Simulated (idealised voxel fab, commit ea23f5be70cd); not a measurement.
process module | voxel transistor to metal
cross-section cut | 275 nm wide | cells 5 nm
A cross-section is a grid of square cells, given in bands from the top down. A band is one or more rows of cells.
Each band's line starts with the height of the band's top and of its bottom, in nm. Then come its materials from left to right, each with its width in nm. One material with "throughout" fills the band from edge to edge. "air" is empty space.
Height 0 is the level under which the wafer as received is all one material. The lowest band goes on downwards, as in "0 down".
A width such as "30 to 40" changes by the same amount from each row of cells to the next, from the band's top row to its bottom row.
"no change" after a step means that no cell of the cross-section changed.
closed voids: empty space of 8 cells or more with no open way to the top, each as width x height at its distance from the left edge, in nm
after a step's settings: what the simulator itself notes on the step
overlay nm, on a step with a mask: how far to the right of its planned place the mask lay; to the left if negative
plan
1 op RECEIVE | material Si
2 op OXIDIZE | depth nm 5
3 op CONFORMAL_DEP | material SiN | thk nm 15
4 op DIRECTIONAL_DEP | material aC | thk nm 15
5 op PATTERN | tone cover | mask id ACTIVE | material resist | width nm 105 | pitch nm 130 | thk nm 30 | overlay nm 0
6 op DIRECTIONAL_ETCH | etch materials aC | depth nm 15
7 op STRIP | etch materials resist
8 op DIRECTIONAL_ETCH | etch materials SiN | depth nm 15
9 op DIRECTIONAL_ETCH | etch materials SiO2 | depth nm 5
10 op DIRECTIONAL_ETCH | etch materials Si | depth nm 25
11 op STRIP | etch materials aC
12 op FILL_DEP | material SiO2 | thk nm 10
13 op CMP | height nm 15
14 op SELECTIVE_ETCH | etch materials SiO2 | depth nm 5
15 op STRIP | etch materials SiN
16 op SELECTIVE_ETCH | etch materials SiO2 | depth nm 5
17 op OXIDIZE | depth nm 5
18 op DIRECTIONAL_DEP | material polySi | thk nm 30
19 op DIRECTIONAL_DEP | material SiCN | thk nm 15
20 op DIRECTIONAL_DEP | material aC | thk nm 10
21 op PATTERN | tone cover | mask id GATE | material resist | width nm 25 | pitch nm 130 | thk nm 30 | overlay nm 0
22 op DIRECTIONAL_ETCH | etch materials aC | depth nm 10
23 op STRIP | etch materials resist
24 op DIRECTIONAL_ETCH | etch materials SiCN | depth nm 25
25 op DIRECTIONAL_ETCH | etch materials polySi | depth nm 40
26 op STRIP | etch materials aC
27 op CONFORMAL_DEP | material SiN | thk nm 5
28 op DIRECTIONAL_ETCH | etch materials SiN | depth nm 5
29 op DIRECTIONAL_ETCH | etch materials SiO2 | depth nm 5
30 op DIRECTIONAL_ETCH | etch materials Si | depth nm 15
31 op EPI | material pSi | thk nm 20
32 op FILL_DEP | material SiO2 | thk nm 5
33 op CMP | height nm 40
34 op DIRECTIONAL_DEP | material SiO2 | thk nm 15
35 op PATTERN | tone open | mask id CONTACT | material resist | width nm 30 | pitch nm 65 | thk nm 15 | overlay nm 0
36 op DIRECTIONAL_ETCH | etch materials SiO2 | depth nm 60
37 op STRIP | etch materials resist
38 op CONFORMAL_DEP | material TiN | thk nm 5
39 op FILL_DEP | material W | thk nm 5
40 op CMP | height nm 55
41 op DIRECTIONAL_DEP | material TiN | thk nm 5
42 op DIRECTIONAL_DEP | material W | thk nm 25
43 op MASKED_ETCH | tone cover | mask id METAL_1 | width nm 15 | etch materials W | depth nm 25 | overlay nm 0
44 op MASKED_ETCH | tone cover | mask id METAL_1 | width nm 15 | etch materials TiN | depth nm 5 | overlay nm 0
45 op CONFORMAL_DEP | material SiCN | thk nm 5
46 op FILL_DEP | material SiO2 | thk nm 5
47 op CMP | height nm 85
48 op CONFORMAL_DEP | material SiN | thk nm 5
as received, after step 1
  0 down: Si throughout
  closed voids: none
first wafer at the end, as planned
  90 to 85: SiN throughout
  85 to 60: SiO2 20 | SiCN 5 | W 15 | SiCN 5 | SiO2 55 | SiCN 5 | W 15 | SiCN 5 | SiO2 25 | SiCN 5 | W 15 | SiCN 5 | SiO2 55 | SiCN 5 | W 15 | SiCN 5 | SiO2 20
  60 to 55: SiCN 25 | TiN 15 | SiCN 65 | TiN 15 | SiCN 35 | TiN 15 | SiCN 65 | TiN 15 | SiCN 25
  55 to 40: SiO2 25 | TiN 5 | W 20 | TiN 5 | SiO2 35 | TiN 5 | W 20 | TiN 5 | SiO2 35 | TiN 5 | W 20 | TiN 5 | SiO2 35 | TiN 5 | W 20 | TiN 5 | SiO2 25
  40 to 25: SiO2 25 | TiN 5 | W 20 | TiN 5 | SiN 5 | SiCN 25 | SiN 5 | TiN 5 | W 20 | TiN 5 | SiO2 35 | TiN 5 | W 20 | TiN 5 | SiN 5 | SiCN 25 | SiN 5 | TiN 5 | W 20 | TiN 5 | SiO2 25
  25 to 15: SiO2 25 | TiN 5 | W 20 | TiN 5 | SiN 5 | polySi 25 | SiN 5 | TiN 5 | W 20 | TiN 5 | SiO2 35 | TiN 5 | W 20 | TiN 5 | SiN 5 | polySi 25 | SiN 5 | TiN 5 | W 20 | TiN 5 | SiO2 25
  15 to 10: SiO2 25 | TiN 30 | SiN 5 | polySi 25 | SiN 5 | TiN 30 | SiO2 35 | TiN 30 | SiN 5 | polySi 25 | SiN 5 | TiN 30 | SiO2 25
  10 to 5: SiO2 25 | TiN 10 | pSi 20 | SiN 5 | polySi 25 | SiN 5 | pSi 20 | TiN 10 | SiO2 35 | TiN 10 | pSi 20 | SiN 5 | polySi 25 | SiN 5 | pSi 20 | TiN 10 | SiO2 25
  5 to -5: SiO2 15 | SiN 5 | SiO2 5 | TiN 10 | pSi 20 | SiN 5 | polySi 25 | SiN 5 | pSi 20 | TiN 10 | SiO2 5 | SiN 5 | SiO2 15 | SiN 5 | SiO2 5 | TiN 10 | pSi 20 | SiN 5 | polySi 25 | SiN 5 | pSi 20 | TiN 10 | SiO2 5 | SiN 5 | SiO2 15
  -5 to -10: SiO2 20 | pSi 35 | SiO2 35 | pSi 35 | SiO2 25 | pSi 35 | SiO2 35 | pSi 35 | SiO2 20
  -10 to -25: SiO2 20 | pSi 35 | Si 35 | pSi 35 | SiO2 25 | pSi 35 | Si 35 | pSi 35 | SiO2 20
  -25 to -30: SiO2 20 | Si 105 | SiO2 25 | Si 105 | SiO2 20
  -30 down: Si throughout
  closed voids: none
second wafer at the end: like start, like plan, one mistake
  90 to 85: SiN throughout
  85 to 60: SiO2 20 | SiCN 5 | W 15 | SiCN 5 | SiO2 55 | SiCN 5 | W 15 | SiCN 5 | SiO2 25 | SiCN 5 | W 15 | SiCN 5 | SiO2 55 | SiCN 5 | W 15 | SiCN 5 | SiO2 20
  60 to 55: SiCN 25 | TiN 15 | SiCN 65 | TiN 15 | SiCN 35 | TiN 15 | SiCN 65 | TiN 15 | SiCN 25
  55 to 45: SiO2 25 | TiN 5 | W 20 | TiN 5 | SiO2 35 | TiN 5 | W 20 | TiN 5 | SiO2 35 | TiN 5 | W 20 | TiN 5 | SiO2 35 | TiN 5 | W 20 | TiN 5 | SiO2 25
  45 to 40: SiO2 25 | TiN 30 | SiO2 35 | TiN 30 | SiO2 35 | TiN 30 | SiO2 35 | TiN 30 | SiO2 25
  40 to 25: TiN 55 | SiN 5 | SiCN 25 | SiN 5 | TiN 95 | SiN 5 | SiCN 25 | SiN 5 | TiN 55
  25 to 10: TiN 55 | SiN 5 | polySi 25 | SiN 5 | TiN 95 | SiN 5 | polySi 25 | SiN 5 | TiN 55
  10 to 5: TiN 35 | pSi 20 | SiN 5 | polySi 25 | SiN 5 | pSi 20 | TiN 55 | pSi 20 | SiN 5 | polySi 25 | SiN 5 | pSi 20 | TiN 35
  5 to 0: TiN 15 | SiN 5 | TiN 15 | pSi 20 | SiN 5 | polySi 25 | SiN 5 | pSi 20 | TiN 15 | SiN 5 | TiN 15 | SiN 5 | TiN 15 | pSi 20 | SiN 5 | polySi 25 | SiN 5 | pSi 20 | TiN 15 | SiN 5 | TiN 15
  0 to -5: SiO2 15 | SiN 5 | TiN 15 | pSi 20 | SiN 5 | polySi 25 | SiN 5 | pSi 20 | TiN 15 | SiN 5 | SiO2 15 | SiN 5 | TiN 15 | pSi 20 | SiN 5 | polySi 25 | SiN 5 | pSi 20 | TiN 15 | SiN 5 | SiO2 15
  -5 to -10: SiO2 20 | pSi 35 | SiO2 35 | pSi 35 | SiO2 25 | pSi 35 | SiO2 35 | pSi 35 | SiO2 20
  -10 to -25: SiO2 20 | pSi 35 | Si 35 | pSi 35 | SiO2 25 | pSi 35 | Si 35 | pSi 35 | SiO2 20
  -25 to -30: SiO2 20 | Si 105 | SiO2 25 | Si 105 | SiO2 20
  -30 down: Si throughout
  closed voids: none
what went wrong: step 32 ran as: op FILL_DEP | material TiN | thk nm 5
at the end the second wafer has, in cells: 136 fewer of SiO2 | 232 more of TiN | 96 fewer of W
